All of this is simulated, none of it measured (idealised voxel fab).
A process module follows: voxel gate over fins.
The figure presents cross-section cut, which has a width of 145 nm and is divided into square cells with an edge length of 5 nm.
Reading order for cross-sections: top band down to bottom band. Underlying form: a grid of square cells. Band size: one or more rows of cells.
Band: top height; bottom height; in nm. Then, left to right: material with width in nm, for each material. "all across": a single material spanning edge to edge. "blank": empty space.
The reference from which all heights are counted is 0, the level beneath which the as-received wafer is entirely one material; the lowest band, having no lower bound, proceeds downward and is written after the example "0 down".
Graded width ("30..40"): value in top row of band = first number; value in bottom row = second number; row-to-row change constant.
"nothing was modified" after a step means that no cell of the cross-section changed.
"Entrapped voids": sealed empty spaces, 8 cells or more, no open way to top, listed width x height at distance, with distance from the left edge and width, height and distance in nm.
If you see something after the settings on a step's line, that's the simulator's own remark about that step.
overlay nm, on a step with a mask: how far to the right of its planned place the mask lay; to the left if negative
[The planned process steps are enumerated hereunder]
| 1 | RECEIVE: material Si |
| 2 | CONFORMAL_DEP: material SiN, thk nm 10 |
| 3 | DIRECTIONAL_DEP: material aC, thk nm 10 |
| 4 | PATTERN: tone cover, mask id FINS, material resist, width nm 15, pitch nm 35, thk nm 30, overlay nm 0 |
| 5 | DIRECTIONAL_ETCH: etch materials aC, depth nm 10 |
| 6 | STRIP: etch materials resist |
| 7 | DIRECTIONAL_ETCH: etch materials SiN, depth nm 10 |
| 8 | DIRECTIONAL_ETCH: etch materials Si, depth nm 40 |
| 9 | STRIP: etch materials aC |
| 10 | OXIDIZE: depth nm 5 |
| 11 | FILL_DEP: material SiO2, thk nm 5 |
| 12 | CMP: height nm 10 |
| 13 | SELECTIVE_ETCH: etch materials SiO2, depth nm 25 |
| 14 | STRIP: etch materials SiN |
| 15 | CONFORMAL_DEP: material HfO2, thk nm 5 |
| 16 | CONFORMAL_DEP: material TiN, thk nm 5 |
| 17 | CONFORMAL_DEP: material TiAl, thk nm 5 |
| 18 | CONFORMAL_DEP: material TiN, thk nm 5 |
| 19 | FILL_DEP: material W, thk nm 15 |
| 20 | CMP: height nm 30 |
| 21 | CONFORMAL_DEP: material SiCN, thk nm 5 |
[Wafer as received: cross-section following step 1]
  0 down | Si all across
  Entrapped voids: none
[Run as planned - first of the two wafers cross-sectioned at the end of the module]
  35 to 30 | SiCN all across
  30 to 20 | W all across
  20 to 15 | W (30), then TiN (80), then W (35)
  15 to 10 | W (30), then TiN (5), then TiAl (70), then TiN (5), then W (35)
  10 to 5 | W (30), then TiN (5), then TiAl (5), then TiN (25), then TiAl (10), then TiN (25), then TiAl (5), then TiN (5), then W (35)
  5 to 0 | TiN (35), then TiAl (5), then TiN (5), then HfO2 (15), then TiN (5), then TiAl (10), then TiN (5), then HfO2 (15), then TiN (5), then TiAl (5), then TiN (40)
  0 to -5 | TiAl (40), then TiN (5), then HfO2 (5), then Si (5), then HfO2 (5), then TiN (5), then TiAl (10), then TiN (5), then HfO2 (5), then Si (5), then HfO2 (5), then TiN (5), then TiAl (45)
  -5 to -10 | TiN (45), then HfO2 (5), then Si (5), then HfO2 (5), then TiN (20), then HfO2 (5), then Si (5), then HfO2 (5), then TiN (50)
  -10 to -15 | HfO2 (50), then Si (5), then HfO2 (30), then Si (5), then HfO2 (55)
  -15 to -45 | SiO2 (50), then Si (5), then SiO2 (30), then Si (5), then SiO2 (55)
  -45 down | Si all across
  Entrapped voids: none
[Presented here is a cross-section of the second of the two wafers as it stood at the end of the module. It was started in the same manner and assigned the same plan as the first wafer; however, one mistake was made in its execution]
  35 to 30 | SiCN all across
  30 to 20 | W all across
  20 to 15 | W (30), then TiN (80), then W (35)
  15 to 10 | W (30), then TiN (5), then TiAl (70), then TiN (5), then W (35)
  10 to 5 | W (30), then TiN (5), then TiAl (5), then SiO2 (25), then TiAl (10), then SiO2 (25), then TiAl (5), then TiN (5), then W (35)
  5 to 0 | TiN (35), then TiAl (5), then SiO2 (5), then HfO2 (15), then SiO2 (5), then TiAl (10), then SiO2 (5), then HfO2 (15), then SiO2 (5), then TiAl (5), then TiN (40)
  0 to -5 | TiAl (40), then SiO2 (5), then HfO2 (5), then Si (5), then HfO2 (5), then SiO2 (5), then TiAl (10), then SiO2 (5), then HfO2 (5), then Si (5), then HfO2 (5), then SiO2 (5), then TiAl (45)
  -5 to -10 | SiO2 (45), then HfO2 (5), then Si (5), then HfO2 (5), then SiO2 (20), then HfO2 (5), then Si (5), then HfO2 (5), then SiO2 (50)
  -10 to -15 | HfO2 (50), then Si (5), then HfO2 (30), then Si (5), then HfO2 (55)
  -15 to -45 | SiO2 (50), then Si (5), then SiO2 (30), then Si (5), then SiO2 (55)
  -45 down | Si all across
  Entrapped voids: none
Nonconformance to the process plan: the process deviated at step 16: the operation and settings actually run there were CONFORMAL_DEP: material SiO2, thk nm 5
End of process, cell counts, second wafer against first, materials with more or fewer: +41 SiO2 | -41 TiN
